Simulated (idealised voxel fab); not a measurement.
process module | voxel transistor to metal
150 nm wide, 5 nm square cells: that's cross-section cut.
When this document writes out a cross-section, it uses a grid of square cells and lists it as bands, beginning at the top and moving down, with a band standing for one or more rows of cells. Basically the band line says how high the top is and how high the bottom is, in nm, and then what's in it from left to right, every material with its width in nm. Empty space shows up as "blank", and if a single material carries "full width" it runs the full band edge to edge. Where do heights start? At 0: under that level the wafer as delivered is made of one material only. And the lowest band has no floor; it just carries on downward, as in "top 0, no bottom". A width such as "30..40" changes by the same amount from each row of cells to the next, from the band's top row to its bottom row. Take "no modifications" at face value: in the step it is given for, the cross-section changed in none of its cells. The entry "Voids, fully enclosed" lists the empty spaces that cover at least 8 cells and have no open path to the top. Each is written as width x height at distance, where the distance is measured from the left edge and all three values are in nm. Text after the settings on a step's line: the simulator's own remark on that step. overlay nm: how far to the right of its planned place the mask lay on this masked step (negative: to the left).

The steps planned for the process are as follows
1: RECEIVE with material Si
2: OXIDIZE with depth nm 5
3: CONFORMAL_DEP with material SiN, thk nm 10
4: MASKED_ETCH with tone cover, mask id ACTIVE, width nm 110, etch materials SiN, depth nm 10, overlay nm 0
5: MASKED_ETCH with tone cover, mask id ACTIVE, width nm 110, etch materials SiO2, depth nm 5, overlay nm 0
6: MASKED_ETCH with tone cover, mask id ACTIVE, width nm 110, etch materials Si, depth nm 30, overlay nm 0
7: OXIDIZE with depth nm 5
8: FILL_DEP with material SiO2, thk nm 10
9: CMP with height nm 10
10: SELECTIVE_ETCH with etch materials SiO2, depth nm 5
11: STRIP with etch materials SiN
12: SELECTIVE_ETCH with etch materials SiO2, depth nm 5
13: OXIDIZE with depth nm 5
14: DIRECTIONAL_DEP with material polySi, thk nm 25
15: DIRECTIONAL_DEP with material SiCN, thk nm 10
16: PATTERN with tone cover, mask id GATE, material resist, width nm 30, thk nm 20, overlay nm 0
17: DIRECTIONAL_ETCH with etch materials SiCN, depth nm 20
18: DIRECTIONAL_ETCH with etch materials polySi, depth nm 35
19: STRIP with etch materials resist
20: CONFORMAL_DEP with material SiN, thk nm 10
21: DIRECTIONAL_ETCH with etch materials SiN, depth nm 10
22: DIRECTIONAL_ETCH with etch materials SiO2, depth nm 5
23: EPI with material SiGe, thk nm 5
24: FILL_DEP with material SiO2, thk nm 5
25: CMP with height nm 20
26: STRIP with etch materials polySi
27: SELECTIVE_ETCH with etch materials SiO2, depth nm 5
28: CONFORMAL_DEP with material HfO2, thk nm 5
29: CONFORMAL_DEP with material TiN, thk nm 5
30: FILL_DEP with material W, thk nm 10
31: CMP with height nm 15
32: DIRECTIONAL_DEP with material SiO2, thk nm 10
33: MASKED_ETCH with tone open, mask id CONTACT, width nm 20, pitch nm 80, etch materials SiO2, depth nm 30, overlay nm 0
34: CONFORMAL_DEP with material TiN, thk nm 5
35: FILL_DEP with material W, thk nm 10
36: CMP with height nm 25
37: DIRECTIONAL_DEP with material TiN, thk nm 5
38: DIRECTIONAL_DEP with material W, thk nm 20
39: DIRECTIONAL_DEP with material aC, thk nm 15
40: PATTERN with tone cover, mask id METAL_1, material resist, width nm 20, pitch nm 80, thk nm 35, overlay nm 0
41: DIRECTIONAL_ETCH with etch materials aC, depth nm 15
42: STRIP with etch materials resist
43: DIRECTIONAL_ETCH with etch materials W, depth nm 20
44: DIRECTIONAL_ETCH with etch materials TiN, depth nm 5
45: STRIP with etch materials aC
46: CONFORMAL_DEP with material SiN, thk nm 5
47: FILL_DEP with material lowk, thk nm 10
48: CMP with height nm 50
49: CONFORMAL_DEP with material SiN, thk nm 5
Same starting wafers, different depth nm at step 12. Plan value belongs to the first wafer.

The first of several wafers as received, shown in cross-section; this is its state after step 1
	top 0, no bottom | Si full width
	Voids, fully enclosed: none

Gained (+) or lost (-) cells of each material since receipt, then closed voids: one row per wafer, at the end of the module
depth nm 5 | +16 HfO2 | -120 Si | +10 SiGe | +88 SiN | +160 SiO2 | +46 TiN | +58 W | +72 lowk | Voids, fully enclosed: none
depth nm 10 | +16 HfO2 | -122 Si | +10 SiGe | +90 SiN | +160 SiO2 | +46 TiN | +58 W | +72 lowk | Voids, fully enclosed: none
depth nm 15 | +16 HfO2 | -124 Si | +10 SiGe | +96 SiN | +156 SiO2 | +46 TiN | +58 W | +72 lowk | Voids, fully enclosed: none
depth nm 20 | +16 HfO2 | -126 Si | +10 SiGe | +96 SiN | +158 SiO2 | +46 TiN | +58 W | +72 lowk | Voids, fully enclosed: none
